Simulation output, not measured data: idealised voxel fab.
process module | voxel transistor to metal
cross-section cut | 200 nm wide | cells 5 nm
A cross-section is a grid of square cells, given in bands from the top down. A band is one or more rows of cells.
Each band's line starts with the height of the band's top and of its bottom, in nm. Then come its materials from left to right, each with its width in nm. One material with "throughout" fills the band from edge to edge. "air" is empty space.
Height 0 is the level under which the wafer as received is all one material. The lowest band goes on downwards, as in "0 down".
A width such as "30 to 40" changes by the same amount from each row of cells to the next, from the band's top row to its bottom row.
"no change" after a step means that no cell of the cross-section changed.
closed voids: empty space of 8 cells or more with no open way to the top, each as width x height at its distance from the left edge, in nm
after a step's settings: what the simulator itself notes on the step
overlay nm, on a step with a mask: how far to the right of its planned place the mask lay; to the left if negative
plan
1 op RECEIVE | material Si
2 op OXIDIZE | depth nm 5
3 op CONFORMAL_DEP | material SiN | thk nm 10
4 op DIRECTIONAL_DEP | material aC | thk nm 10
5 op PATTERN | tone cover | mask id ACTIVE | material resist | width nm 115 | thk nm 30 | overlay nm 0
6 op DIRECTIONAL_ETCH | etch materials aC | depth nm 10
7 op STRIP | etch materials resist
8 op DIRECTIONAL_ETCH | etch materials SiN | depth nm 10
9 op DIRECTIONAL_ETCH | etch materials SiO2 | depth nm 5
10 op DIRECTIONAL_ETCH | etch materials Si | depth nm 20
11 op STRIP | etch materials aC
12 op OXIDIZE | depth nm 5
13 op FILL_DEP | material SiO2 | thk nm 5
14 op CMP | height nm 10
15 op SELECTIVE_ETCH | etch materials SiO2 | depth nm 5
16 op STRIP | etch materials SiN
17 op SELECTIVE_ETCH | etch materials SiO2 | depth nm 5
18 op OXIDIZE | depth nm 5
19 op DIRECTIONAL_DEP | material polySi | thk nm 25
20 op DIRECTIONAL_DEP | material SiCN | thk nm 15
21 op PATTERN | tone cover | mask id GATE | material resist | width nm 25 | thk nm 15 | overlay nm 0
22 op DIRECTIONAL_ETCH | etch materials SiCN | depth nm 25
23 op DIRECTIONAL_ETCH | etch materials polySi | depth nm 35
24 op STRIP | etch materials resist
25 op CONFORMAL_DEP | material SiN | thk nm 5
26 op DIRECTIONAL_ETCH | etch materials SiN | depth nm 5
27 op DIRECTIONAL_ETCH | etch materials SiO2 | depth nm 5
28 op DIRECTIONAL_ETCH | etch materials Si | depth nm 10
29 op EPI | material pSi | thk nm 15
30 op FILL_DEP | material SiO2 | thk nm 10
31 op CMP | height nm 20
32 op STRIP | etch materials polySi
33 op SELECTIVE_ETCH | etch materials SiO2 | depth nm 5
34 op CONFORMAL_DEP | material HfO2 | thk nm 5
35 op CONFORMAL_DEP | material TiN | thk nm 5
36 op FILL_DEP | material W | thk nm 10
37 op CMP | height nm 15
38 op DIRECTIONAL_DEP | material SiO2 | thk nm 10
39 op MASKED_ETCH | tone open | mask id CONTACT | width nm 15 | pitch nm 80 | etch materials SiO2 | depth nm 30 | overlay nm 0
40 op CONFORMAL_DEP | material TiN | thk nm 5
41 op FILL_DEP | material Ru | thk nm 10
42 op CMP | height nm 25
43 op CONFORMAL_DEP | material SiN | thk nm 5
44 op DIRECTIONAL_DEP | material SiO2 | thk nm 20
45 op MASKED_ETCH | tone open | mask id METAL_1 | width nm 15 | pitch nm 80 | etch materials SiO2 | depth nm 20 | overlay nm 0
46 op MASKED_ETCH | tone open | mask id METAL_1 | width nm 15 | pitch nm 80 | etch materials SiN | depth nm 5 | overlay nm 0
47 op CONFORMAL_DEP | material TiN | thk nm 5
48 op FILL_DEP | material Cu | thk nm 5
49 op CMP | height nm 50
50 op EPI | material Ru | thk nm 5
51 op FILL_DEP | material SiCN | thk nm 5
varied across the wafers: width nm of step 21. The plan shows the first wafer's value. All wafers start alike
first wafer as received, after step 1
  0 down: Si throughout
  closed voids: none
each wafer at the end: cells of each material gained (+) or lost (-) since it was received, then its closed voids
width nm 25 | +8 Cu | +15 HfO2 | +20 Ru | -184 Si | +70 SiCN | +44 SiN | +391 SiO2 | +57 TiN | +3 W | +56 pSi | closed voids: none
width nm 30 | +8 Cu | +16 HfO2 | +18 Ru | -182 Si | +70 SiCN | +44 SiN | +389 SiO2 | +58 TiN | +6 W | +53 pSi | closed voids: none
width nm 35 | +8 Cu | +17 HfO2 | +16 Ru | -180 Si | +70 SiCN | +44 SiN | +387 SiO2 | +59 TiN | +9 W | +50 pSi | closed voids: none
width nm 40 | +8 Cu | +18 HfO2 | +16 Ru | -178 Si | +70 SiCN | +44 SiN | +385 SiO2 | +58 TiN | +12 W | +47 pSi | closed voids: none
width nm 45 | +8 Cu | +19 HfO2 | +16 Ru | -176 Si | +70 SiCN | +44 SiN | +383 SiO2 | +57 TiN | +15 W | +44 pSi | closed voids: none
width nm 50 | +8 Cu | +20 HfO2 | +16 Ru | -174 Si | +70 SiCN | +44 SiN | +381 SiO2 | +56 TiN | +18 W | +41 pSi | closed voids: none
